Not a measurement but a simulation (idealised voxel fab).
process module | voxel double patterning
cross-section cut | 180 nm wide | cells 5 nm
A cross-section is a grid of square cells, given in bands from the top down. A band is one or more rows of cells.
Each band's line starts with the height of the band's top and of its bottom, in nm. Then come its materials from left to right, each with its width in nm. One material with "throughout" fills the band from edge to edge. "air" is empty space.
Height 0 is the level under which the wafer as received is all one material. The lowest band goes on downwards, as in "0 down".
A width such as "30 to 40" changes by the same amount from each row of cells to the next, from the band's top row to its bottom row.
"no change" after a step means that no cell of the cross-section changed.
closed voids: empty space of 8 cells or more with no open way to the top, each as width x height at its distance from the left edge, in nm
after a step's settings: what the simulator itself notes on the step
overlay nm, on a step with a mask: how far to the right of its planned place the mask lay; to the left if negative
plan
1 op RECEIVE | material Si
2 op CONFORMAL_DEP | material SiO2 | thk nm 10
3 op DIRECTIONAL_DEP | material W | thk nm 20
4 op DIRECTIONAL_DEP | material SiN | thk nm 5
5 op PATTERN | tone open | mask id FIRST | material resist | width nm 15 | pitch nm 50 | thk nm 15 | overlay nm 0
6 op DIRECTIONAL_ETCH | etch materials SiN | depth nm 5
7 op STRIP | etch materials resist
8 op DIRECTIONAL_DEP | material aC | thk nm 15
9 op PATTERN | tone open | mask id SECOND | material resist | width nm 15 | pitch nm 50 | thk nm 30 | overlay nm 0
10 op DIRECTIONAL_ETCH | etch materials aC | depth nm 15
11 op STRIP | etch materials resist
12 op DIRECTIONAL_ETCH | etch materials SiN | depth nm 5
13 op STRIP | etch materials aC
14 op DIRECTIONAL_ETCH | etch materials W | depth nm 20
15 op STRIP | etch materials SiN
first wafer, as planned
as received, after step 1
  0 down: Si throughout
  closed voids: none
after step 2
  10 to 0: SiO2 throughout
  below 0: unchanged
after step 3
  30 to 10: W throughout
  below 10: unchanged
after step 4
  35 to 30: SiN throughout
  below 30: unchanged
after step 5
  50 to 35: resist 30 | air 15 | resist 35 | air 15 | resist 35 | air 15 | resist 35
  below 35: unchanged
after step 6
  50 to 35: resist 30 | air 15 | resist 35 | air 15 | resist 35 | air 15 | resist 35
  35 to 30: SiN 30 | air 15 | SiN 35 | air 15 | SiN 35 | air 15 | SiN 35
  below 30: unchanged
after step 7
  35 to 30: SiN 30 | air 15 | SiN 35 | air 15 | SiN 35 | air 15 | SiN 35
  below 30: unchanged
after step 8
  50 to 45: aC 30 | air 15 | aC 35 | air 15 | aC 35 | air 15 | aC 35
  45 to 35: aC throughout
  35 to 30: SiN 30 | aC 15 | SiN 35 | aC 15 | SiN 35 | aC 15 | SiN 35
  below 30: unchanged
after step 9
  80 to 50: resist 55 | air 15 | resist 35 | air 15 | resist 60
  50 to 45: aC 30 | resist 15 | aC 35 | resist 15 | aC 35 | resist 15 | aC 35
  below 45: unchanged
after step 10
  65 to 50: resist 55 | air 15 | resist 35 | air 15 | resist 60
  50 to 45: aC 30 | resist 15 | aC 10 | air 15 | aC 10 | resist 15 | aC 10 | air 15 | aC 10 | resist 15 | aC 35
  45 to 35: aC 55 | air 15 | aC 35 | air 15 | aC 60
  below 35: unchanged
after step 11
  50 to 45: aC 30 | air 15 | aC 10 | air 15 | aC 10 | air 15 | aC 10 | air 15 | aC 10 | air 15 | aC 35
  below 45: unchanged
after step 12
  50 to 45: aC 30 | air 15 | aC 10 | air 15 | aC 10 | air 15 | aC 10 | air 15 | aC 10 | air 15 | aC 35
  45 to 35: aC 55 | air 15 | aC 35 | air 15 | aC 60
  35 to 30: SiN 30 | aC 15 | SiN 10 | air 15 | SiN 10 | aC 15 | SiN 10 | air 15 | SiN 10 | aC 15 | SiN 35
  below 30: unchanged
after step 13
  35 to 30: SiN 30 | air 15 | SiN 10 | air 15 | SiN 10 | air 15 | SiN 10 | air 15 | SiN 10 | air 15 | SiN 35
  below 30: unchanged
after step 14
  35 to 30: SiN 30 | air 15 | SiN 10 | air 15 | SiN 10 | air 15 | SiN 10 | air 15 | SiN 10 | air 15 | SiN 35
  30 to 10: W 30 | air 15 | W 10 | air 15 | W 10 | air 15 | W 10 | air 15 | W 10 | air 15 | W 35
  below 10: unchanged
after step 15
  30 to 10: W 30 | air 15 | W 10 | air 15 | W 10 | air 15 | W 10 | air 15 | W 10 | air 15 | W 35
  below 10: unchanged
second wafer: like start, like plan, one mistake. Through step 2 it matches the first wafer
when step 3 should have ended
  30 to 0: SiO2 throughout
  below 0: unchanged
when step 4 should have ended
  35 to 30: SiN throughout
  below 30: unchanged
when step 5 should have ended
  50 to 35: resist 30 | air 15 | resist 35 | air 15 | resist 35 | air 15 | resist 35
  below 35: unchanged
when step 6 should have ended
  50 to 35: resist 30 | air 15 | resist 35 | air 15 | resist 35 | air 15 | resist 35
  35 to 30: SiN 30 | air 15 | SiN 35 | air 15 | SiN 35 | air 15 | SiN 35
  below 30: unchanged
when step 7 should have ended
  35 to 30: SiN 30 | air 15 | SiN 35 | air 15 | SiN 35 | air 15 | SiN 35
  below 30: unchanged
when step 8 should have ended
  50 to 45: aC 30 | air 15 | aC 35 | air 15 | aC 35 | air 15 | aC 35
  45 to 35: aC throughout
  35 to 30: SiN 30 | aC 15 | SiN 35 | aC 15 | SiN 35 | aC 15 | SiN 35
  below 30: unchanged
when step 9 should have ended
  80 to 50: resist 55 | air 15 | resist 35 | air 15 | resist 60
  50 to 45: aC 30 | resist 15 | aC 35 | resist 15 | aC 35 | resist 15 | aC 35
  below 45: unchanged
when step 10 should have ended
  65 to 50: resist 55 | air 15 | resist 35 | air 15 | resist 60
  50 to 45: aC 30 | resist 15 | aC 10 | air 15 | aC 10 | resist 15 | aC 10 | air 15 | aC 10 | resist 15 | aC 35
  45 to 35: aC 55 | air 15 | aC 35 | air 15 | aC 60
  below 35: unchanged
when step 11 should have ended
  50 to 45: aC 30 | air 15 | aC 10 | air 15 | aC 10 | air 15 | aC 10 | air 15 | aC 10 | air 15 | aC 35
  below 45: unchanged
when step 12 should have ended
  50 to 45: aC 30 | air 15 | aC 10 | air 15 | aC 10 | air 15 | aC 10 | air 15 | aC 10 | air 15 | aC 35
  45 to 35: aC 55 | air 15 | aC 35 | air 15 | aC 60
  35 to 30: SiN 30 | aC 15 | SiN 10 | air 15 | SiN 10 | aC 15 | SiN 10 | air 15 | SiN 10 | aC 15 | SiN 35
  below 30: unchanged
when step 13 should have ended
  35 to 30: SiN 30 | air 15 | SiN 10 | air 15 | SiN 10 | air 15 | SiN 10 | air 15 | SiN 10 | air 15 | SiN 35
  below 30: unchanged
when step 14 should have ended: no change
when step 15 should have ended
  30 to 0: SiO2 throughout
  below 0: unchanged
what went wrong: step 3 ran as: op DIRECTIONAL_DEP | material SiO2 | thk nm 20
at the end the second wafer has, in cells: 144 more of SiO2 | 84 fewer of W
